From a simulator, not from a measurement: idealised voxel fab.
Title: Process Module voxel trench capacitor
cross-section cut | 185 nm wide | cells 5 nm
Bands, listed from the top down, are how a cross-section gets written in this document; the cross-section itself is a grid of square cells, and a band is one or more rows of them. Band: top and bottom heights (nm) first, top before bottom; then materials from left to right, widths in nm. "all across" marks a sole material filling the band edge to edge. "blank" denotes empty space. Beneath 0, the wafer as received is one material, and that level is where height counting begins. The lowest band goes on downward without a bottom; it is written like "0 down". Per-row width for "30 to 40": begins at first number (top row of band), ends at second number (bottom row), increment between rows held constant. Reading "stayed the same" for a step: not a cell of the cross-section changed in it. Reported under the label "Enclosed internal voids" are the empty spaces having no open way to the top and comprising 8 cells or more; the notation for each is width x height at distance, in which the distance is measured from the left edge and all three values are in nm. The remark found on a step's line after its settings is issued by the simulator itself and pertains to that step. "overlay nm" answers the question of how far to the right of plan the mask lay on a step that has a mask, and when it is negative the answer is to the left.
# plan
- 1: RECEIVE with material Si
- 2: CONFORMAL_DEP with material SiN, thk nm 10
- 3: DIRECTIONAL_DEP with material aC, thk nm 15
- 4: PATTERN with tone open, mask id TRENCH, material resist, width nm 30, pitch nm 50, thk nm 35, overlay nm 0
- 5: DIRECTIONAL_ETCH with etch materials aC, depth nm 15
- 6: STRIP with etch materials resist
- 7: DIRECTIONAL_ETCH with etch materials SiN, depth nm 10
- 8: DIRECTIONAL_ETCH with etch materials Si, depth nm 25
- 9: STRIP with etch materials aC
- 10: CONFORMAL_DEP with material Al2O3, thk nm 5
- 11: CONFORMAL_DEP with material TiN, thk nm 5
- 12: FILL_DEP with material W, thk nm 5
- 13: CMP with height nm 10
# So, the first of our two wafers, run just as we planned it
# Cross-section: wafer on arrival = after step 1
* 0 down | Si all across
* Enclosed internal voids: none
# Wafer after step 2 (cross-section)
* 10 to 0 | SiN all across
* Note: structure below 0 unchanged.
# Wafer after step 3 (cross-section)
* 25 to 10 | aC all across
* Note: structure below 10 unchanged.
# Wafer after step 4 (cross-section)
* 60 to 25 | 50 of resist / 30 of blank / 20 of resist / 30 of blank / 55 of resist
* Note: structure below 25 unchanged.
# Wafer after step 5 (cross-section)
* 45 to 25 | 50 of resist / 30 of blank / 20 of resist / 30 of blank / 55 of resist
* 25 to 10 | 50 of aC / 30 of blank / 20 of aC / 30 of blank / 55 of aC
* Note: structure below 10 unchanged.
# Wafer after step 6 (cross-section)
* 25 to 10 | 50 of aC / 30 of blank / 20 of aC / 30 of blank / 55 of aC
* Note: structure below 10 unchanged.
# Wafer after step 7 (cross-section)
* 25 to 10 | 50 of aC / 30 of blank / 20 of aC / 30 of blank / 55 of aC
* 10 to 0 | 50 of SiN / 30 of blank / 20 of SiN / 30 of blank / 55 of SiN
* Note: structure below 0 unchanged.
# Wafer after step 8 (cross-section)
* 25 to 10 | 50 of aC / 30 of blank / 20 of aC / 30 of blank / 55 of aC
* 10 to 0 | 50 of SiN / 30 of blank / 20 of SiN / 30 of blank / 55 of SiN
* 0 to -25 | 50 of Si / 30 of blank / 20 of Si / 30 of blank / 55 of Si
* Note: structure below -25 unchanged.
# Wafer after step 9 (cross-section)
* 10 to 0 | 50 of SiN / 30 of blank / 20 of SiN / 30 of blank / 55 of SiN
* Note: structure below 0 unchanged.
# Wafer after step 10 (cross-section)
* 15 to 10 | 55 of Al2O3 / 20 of blank / 30 of Al2O3 / 20 of blank / 60 of Al2O3
* 10 to 0 | 50 of SiN / 5 of Al2O3 / 20 of blank / 5 of Al2O3 / 20 of SiN / 5 of Al2O3 / 20 of blank / 5 of Al2O3 / 55 of SiN
* 0 to -20 | 50 of Si / 5 of Al2O3 / 20 of blank / 5 of Al2O3 / 20 of Si / 5 of Al2O3 / 20 of blank / 5 of Al2O3 / 55 of Si
* -20 to -25 | 50 of Si / 30 of Al2O3 / 20 of Si / 30 of Al2O3 / 55 of Si
* Note: structure below -25 unchanged.
# Wafer after step 11 (cross-section)
* 20 to 15 | 60 of TiN / 10 of blank / 40 of TiN / 10 of blank / 65 of TiN
* 15 to 10 | 55 of Al2O3 / 5 of TiN / 10 of blank / 5 of TiN / 30 of Al2O3 / 5 of TiN / 10 of blank / 5 of TiN / 60 of Al2O3
* 10 to 0 | 50 of SiN / 5 of Al2O3 / 5 of TiN / 10 of blank / 5 of TiN / 5 of Al2O3 / 20 of SiN / 5 of Al2O3 / 5 of TiN / 10 of blank / 5 of TiN / 5 of Al2O3 / 55 of SiN
* 0 to -15 | 50 of Si / 5 of Al2O3 / 5 of TiN / 10 of blank / 5 of TiN / 5 of Al2O3 / 20 of Si / 5 of Al2O3 / 5 of TiN / 10 of blank / 5 of TiN / 5 of Al2O3 / 55 of Si
* -15 to -20 | 50 of Si / 5 of Al2O3 / 20 of TiN / 5 of Al2O3 / 20 of Si / 5 of Al2O3 / 20 of TiN / 5 of Al2O3 / 55 of Si
* Note: structure below -20 unchanged.
# Wafer after step 12 (cross-section)
* 25 to 20 | W all across
* 20 to 15 | 60 of TiN / 10 of W / 40 of TiN / 10 of W / 65 of TiN
* 15 to 10 | 55 of Al2O3 / 5 of TiN / 10 of W / 5 of TiN / 30 of Al2O3 / 5 of TiN / 10 of W / 5 of TiN / 60 of Al2O3
* 10 to 0 | 50 of SiN / 5 of Al2O3 / 5 of TiN / 10 of W / 5 of TiN / 5 of Al2O3 / 20 of SiN / 5 of Al2O3 / 5 of TiN / 10 of W / 5 of TiN / 5 of Al2O3 / 55 of SiN
* 0 to -15 | 50 of Si / 5 of Al2O3 / 5 of TiN / 10 of W / 5 of TiN / 5 of Al2O3 / 20 of Si / 5 of Al2O3 / 5 of TiN / 10 of W / 5 of TiN / 5 of Al2O3 / 55 of Si
* Note: structure below -15 unchanged.
# Wafer after step 13 (cross-section)
* 10 to 0 | 50 of SiN / 5 of Al2O3 / 5 of TiN / 10 of W / 5 of TiN / 5 of Al2O3 / 20 of SiN / 5 of Al2O3 / 5 of TiN / 10 of W / 5 of TiN / 5 of Al2O3 / 55 of SiN
* Note: structure below 0 unchanged.
# Wafer two: like wafer one in start and plan, but with one mistake in execution; identical up to and including step 7
# Cross-section, second wafer, at the end time the plan gives for step 8
* 25 to 10 | 50 of aC / 30 of blank / 20 of aC / 30 of blank / 55 of aC
* 10 to 0 | 50 of SiN / 30 of blank / 20 of SiN / 30 of blank / 55 of SiN
* 0 to -30 | 50 of Si / 30 of blank / 20 of Si / 30 of blank / 55 of Si
* Note: structure below -30 unchanged.
# Cross-section, second wafer, at the end time the plan gives for step 9
* 10 to 0 | 50 of SiN / 30 of blank / 20 of SiN / 30 of blank / 55 of SiN
* Note: structure below 0 unchanged.
# Cross-section, second wafer, at the end time the plan gives for step 10
* 15 to 10 | 55 of Al2O3 / 20 of blank / 30 of Al2O3 / 20 of blank / 60 of Al2O3
* 10 to 0 | 50 of SiN / 5 of Al2O3 / 20 of blank / 5 of Al2O3 / 20 of SiN / 5 of Al2O3 / 20 of blank / 5 of Al2O3 / 55 of SiN
* 0 to -25 | 50 of Si / 5 of Al2O3 / 20 of blank / 5 of Al2O3 / 20 of Si / 5 of Al2O3 / 20 of blank / 5 of Al2O3 / 55 of Si
* -25 to -30 | 50 of Si / 30 of Al2O3 / 20 of Si / 30 of Al2O3 / 55 of Si
* Note: structure below -30 unchanged.
# Cross-section, second wafer, at the end time the plan gives for step 11
* 20 to 15 | 60 of TiN / 10 of blank / 40 of TiN / 10 of blank / 65 of TiN
* 15 to 10 | 55 of Al2O3 / 5 of TiN / 10 of blank / 5 of TiN / 30 of Al2O3 / 5 of TiN / 10 of blank / 5 of TiN / 60 of Al2O3
* 10 to 0 | 50 of SiN / 5 of Al2O3 / 5 of TiN / 10 of blank / 5 of TiN / 5 of Al2O3 / 20 of SiN / 5 of Al2O3 / 5 of TiN / 10 of blank / 5 of TiN / 5 of Al2O3 / 55 of SiN
* 0 to -20 | 50 of Si / 5 of Al2O3 / 5 of TiN / 10 of blank / 5 of TiN / 5 of Al2O3 / 20 of Si / 5 of Al2O3 / 5 of TiN / 10 of blank / 5 of TiN / 5 of Al2O3 / 55 of Si
* -20 to -25 | 50 of Si / 5 of Al2O3 / 20 of TiN / 5 of Al2O3 / 20 of Si / 5 of Al2O3 / 20 of TiN / 5 of Al2O3 / 55 of Si
* Note: structure below -25 unchanged.
# Cross-section, second wafer, at the end time the plan gives for step 12
* 25 to 20 | W all across
* 20 to 15 | 60 of TiN / 10 of W / 40 of TiN / 10 of W / 65 of TiN
* 15 to 10 | 55 of Al2O3 / 5 of TiN / 10 of W / 5 of TiN / 30 of Al2O3 / 5 of TiN / 10 of W / 5 of TiN / 60 of Al2O3
* 10 to 0 | 50 of SiN / 5 of Al2O3 / 5 of TiN / 10 of W / 5 of TiN / 5 of Al2O3 / 20 of SiN / 5 of Al2O3 / 5 of TiN / 10 of W / 5 of TiN / 5 of Al2O3 / 55 of SiN
* 0 to -20 | 50 of Si / 5 of Al2O3 / 5 of TiN / 10 of W / 5 of TiN / 5 of Al2O3 / 20 of Si / 5 of Al2O3 / 5 of TiN / 10 of W / 5 of TiN / 5 of Al2O3 / 55 of Si
* Note: structure below -20 unchanged.
# Cross-section, second wafer, at the end time the plan gives for step 13
* 10 to 0 | 50 of SiN / 5 of Al2O3 / 5 of TiN / 10 of W / 5 of TiN / 5 of Al2O3 / 20 of SiN / 5 of Al2O3 / 5 of TiN / 10 of W / 5 of TiN / 5 of Al2O3 / 55 of SiN
* Note: structure below 0 unchanged.
It is concluded that the wafer was processed incorrectly with respect to the plan, in that heads up, step 8 didn't go per plan, it actually ran as DIRECTIONAL_ETCH with etch materials Si, depth nm 30
Final comparison by cell count, materials where the second wafer has more or fewer than the first: Al2O3 +4; Si -12; TiN +4; W +4
